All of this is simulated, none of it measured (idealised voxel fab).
process module | voxel wiring stack
cross-section cut | 255 nm wide | cells 5 nm
A cross-section is a grid of square cells, given in bands from the top down. A band is one or more rows of cells.
Each band's line starts with the height of the band's top and of its bottom, in nm. Then come its materials from left to right, each with its width in nm. One material with "throughout" fills the band from edge to edge. "air" is empty space.
Height 0 is the level under which the wafer as received is all one material. The lowest band goes on downwards, as in "0 down".
A width such as "30 to 40" changes by the same amount from each row of cells to the next, from the band's top row to its bottom row.
"no change" after a step means that no cell of the cross-section changed.
closed voids: empty space of 8 cells or more with no open way to the top, each as width x height at its distance from the left edge, in nm
after a step's settings: what the simulator itself notes on the step
overlay nm, on a step with a mask: how far to the right of its planned place the mask lay; to the left if negative
plan
1 op RECEIVE | material Si
2 op CONFORMAL_DEP | material SiO2 | thk nm 15
3 op DIRECTIONAL_DEP | material TiN | thk nm 5
4 op DIRECTIONAL_DEP | material W | thk nm 15
5 op DIRECTIONAL_DEP | material aC | thk nm 10
6 op PATTERN | tone cover | mask id METAL_1 | material resist | width nm 30 | pitch nm 50 | thk nm 25 | overlay nm 0
7 op DIRECTIONAL_ETCH | etch materials aC | depth nm 10
8 op STRIP | etch materials resist
9 op DIRECTIONAL_ETCH | etch materials W | depth nm 15
10 op DIRECTIONAL_ETCH | etch materials TiN | depth nm 5
11 op STRIP | etch materials aC
12 op FILL_DEP | material SiO2 | thk nm 10
13 op CMP | height nm 35
14 op CONFORMAL_DEP | material SiCN | thk nm 5
15 op DIRECTIONAL_DEP | material lowk | thk nm 10
16 op PATTERN | tone open | mask id PLUG_1 | material resist | width nm 15 | pitch nm 50 | thk nm 20 | overlay nm -15
17 op DIRECTIONAL_ETCH | etch materials lowk | depth nm 10
18 op DIRECTIONAL_ETCH | etch materials SiCN | depth nm 5
19 op STRIP | etch materials resist
20 op CONFORMAL_DEP | material TiN | thk nm 5
21 op FILL_DEP | material Ru | thk nm 5
22 op CMP | height nm 50
23 op DIRECTIONAL_DEP | material TiN | thk nm 5
24 op DIRECTIONAL_DEP | material Ru | thk nm 15
25 op DIRECTIONAL_DEP | material aC | thk nm 10
26 op PATTERN | tone cover | mask id METAL_2 | material resist | width nm 30 | pitch nm 50 | thk nm 25 | overlay nm 0
27 op DIRECTIONAL_ETCH | etch materials aC | depth nm 10
28 op STRIP | etch materials resist
29 op DIRECTIONAL_ETCH | etch materials Ru | depth nm 15
30 op DIRECTIONAL_ETCH | etch materials TiN | depth nm 5
31 op STRIP | etch materials aC
32 op CONFORMAL_DEP | material SiCN | thk nm 5
33 op FILL_DEP | material lowk | thk nm 10
34 op CMP | height nm 70
35 op CONFORMAL_DEP | material SiCN | thk nm 5
varied across the wafers: overlay nm of step 16. The plan shows the first wafer's value. All wafers start alike
first wafer as received, after step 1
  0 down: Si throughout
  closed voids: none
first wafer at the end, after step 35
  75 to 70: SiCN throughout
  70 to 55: lowk 30 | SiCN 5 | Ru 30 | SiCN 5 | lowk 10 | SiCN 5 | Ru 30 | SiCN 5 | lowk 10 | SiCN 5 | Ru 30 | SiCN 5 | lowk 10 | SiCN 5 | Ru 30 | SiCN 5 | lowk 35
  55 to 50: SiCN 35 | TiN 30 | SiCN 20 | TiN 30 | SiCN 20 | TiN 30 | SiCN 20 | TiN 30 | SiCN 40
  50 to 40: lowk 20 | TiN 5 | Ru 5 | TiN 5 | lowk 35 | TiN 5 | Ru 5 | TiN 5 | lowk 35 | TiN 5 | Ru 5 | TiN 5 | lowk 35 | TiN 5 | Ru 5 | TiN 5 | lowk 70
  40 to 35: SiCN 20 | TiN 15 | SiCN 35 | TiN 15 | SiCN 35 | TiN 15 | SiCN 35 | TiN 15 | SiCN 70
  35 to 20: SiO2 35 | W 30 | SiO2 20 | W 30 | SiO2 20 | W 30 | SiO2 20 | W 30 | SiO2 40
  20 to 15: SiO2 35 | TiN 30 | SiO2 20 | TiN 30 | SiO2 20 | TiN 30 | SiO2 20 | TiN 30 | SiO2 40
  15 to 0: SiO2 throughout
  0 down: Si throughout
  closed voids: none
last wafer at the end
  75 to 70: SiCN throughout
  70 to 55: lowk 30 | SiCN 5 | Ru 30 | SiCN 5 | lowk 10 | SiCN 5 | Ru 30 | SiCN 5 | lowk 10 | SiCN 5 | Ru 30 | SiCN 5 | lowk 10 | SiCN 5 | Ru 30 | SiCN 5 | lowk 35
  55 to 50: SiCN 35 | TiN 30 | SiCN 20 | TiN 30 | SiCN 20 | TiN 30 | SiCN 20 | TiN 30 | SiCN 40
  50 to 40: lowk 50 | TiN 5 | Ru 5 | TiN 5 | lowk 35 | TiN 5 | Ru 5 | TiN 5 | lowk 35 | TiN 5 | Ru 5 | TiN 5 | lowk 35 | TiN 5 | Ru 5 | TiN 5 | lowk 40
  40 to 35: SiCN 50 | TiN 15 | SiCN 35 | TiN 15 | SiCN 35 | TiN 15 | SiCN 35 | TiN 15 | SiCN 40
  35 to 20: SiO2 35 | W 30 | SiO2 20 | W 30 | SiO2 20 | W 30 | SiO2 20 | W 30 | SiO2 40
  20 to 15: SiO2 35 | TiN 30 | SiO2 20 | TiN 30 | SiO2 20 | TiN 30 | SiO2 20 | TiN 30 | SiO2 40
  15 to 0: SiO2 throughout
  0 down: Si throughout
  closed voids: none
each wafer at the end: cells of each material gained (+) or lost (-) since it was received, then its closed voids
overlay nm -15 | +80 Ru | +141 SiCN | +261 SiO2 | +76 TiN | +72 W | +135 lowk | closed voids: none
overlay nm -10 | +80 Ru | +141 SiCN | +261 SiO2 | +76 TiN | +72 W | +135 lowk | closed voids: none
overlay nm -5 | +80 Ru | +141 SiCN | +261 SiO2 | +76 TiN | +72 W | +135 lowk | closed voids: none
overlay nm 0 | +80 Ru | +141 SiCN | +261 SiO2 | +76 TiN | +72 W | +135 lowk | closed voids: none
overlay nm 5 | +80 Ru | +141 SiCN | +261 SiO2 | +76 TiN | +72 W | +135 lowk | closed voids: none
overlay nm 10 | +80 Ru | +141 SiCN | +261 SiO2 | +76 TiN | +72 W | +135 lowk | closed voids: none
overlay nm 15 | +80 Ru | +141 SiCN | +261 SiO2 | +76 TiN | +72 W | +135 lowk | closed voids: none
